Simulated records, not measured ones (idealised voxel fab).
process module | voxel fin reveal
cross-section cut | 200 nm wide | cells 5 nm
A cross-section is a grid of square cells, given in bands from the top down. A band is one or more rows of cells.
Each band's line starts with the height of the band's top and of its bottom, in nm. Then come its materials from left to right, each with its width in nm. One material with "throughout" fills the band from edge to edge. "air" is empty space.
Height 0 is the level under which the wafer as received is all one material. The lowest band goes on downwards, as in "0 down".
A width such as "30 to 40" changes by the same amount from each row of cells to the next, from the band's top row to its bottom row.
"no change" after a step means that no cell of the cross-section changed.
closed voids: empty space of 8 cells or more with no open way to the top, each as width x height at its distance from the left edge, in nm
after a step's settings: what the simulator itself notes on the step
overlay nm, on a step with a mask: how far to the right of its planned place the mask lay; to the left if negative
plan
1 op RECEIVE | material Si
2 op CONFORMAL_DEP | material SiN | thk nm 5
3 op DIRECTIONAL_DEP | material aC | thk nm 15
4 op PATTERN | tone cover | mask id FINS | material resist | width nm 15 | pitch nm 35 | thk nm 35 | overlay nm 0
5 op DIRECTIONAL_ETCH | etch materials aC | depth nm 15
6 op STRIP | etch materials resist
7 op DIRECTIONAL_ETCH | etch materials SiN | depth nm 5
8 op DIRECTIONAL_ETCH | etch materials Si | depth nm 35
9 op STRIP | etch materials aC
10 op OXIDIZE | depth nm 5
11 op FILL_DEP | material SiO2 | thk nm 15
12 op CMP | height nm 5
13 op SELECTIVE_ETCH | etch materials SiO2 | depth nm 20
14 op STRIP | etch materials SiN
15 op CONFORMAL_DEP | material SiO2 | thk nm 5
as received, after step 1
  0 down: Si throughout
  closed voids: none
a wafer at the end: this start, this plan, one mistake
  10 to 5: air 70 | SiO2 25 | air 10 | SiO2 25 | air 70
  5 to 0: air 70 | SiO2 5 | SiN 15 | SiO2 5 | air 10 | SiO2 5 | SiN 15 | SiO2 5 | air 70
  0 to -5: air 70 | SiO2 10 | Si 5 | SiO2 10 | air 10 | SiO2 10 | Si 5 | SiO2 10 | air 70
  -5 to -35: air 75 | SiO2 5 | Si 5 | SiO2 5 | air 20 | SiO2 5 | Si 5 | SiO2 5 | air 75
  -35 to -40: SiO2 80 | Si 5 | SiO2 30 | Si 5 | SiO2 80
  -40 down: Si throughout
  closed voids: none
what went wrong: step 14 ran as: op STRIP | etch materials SiO2
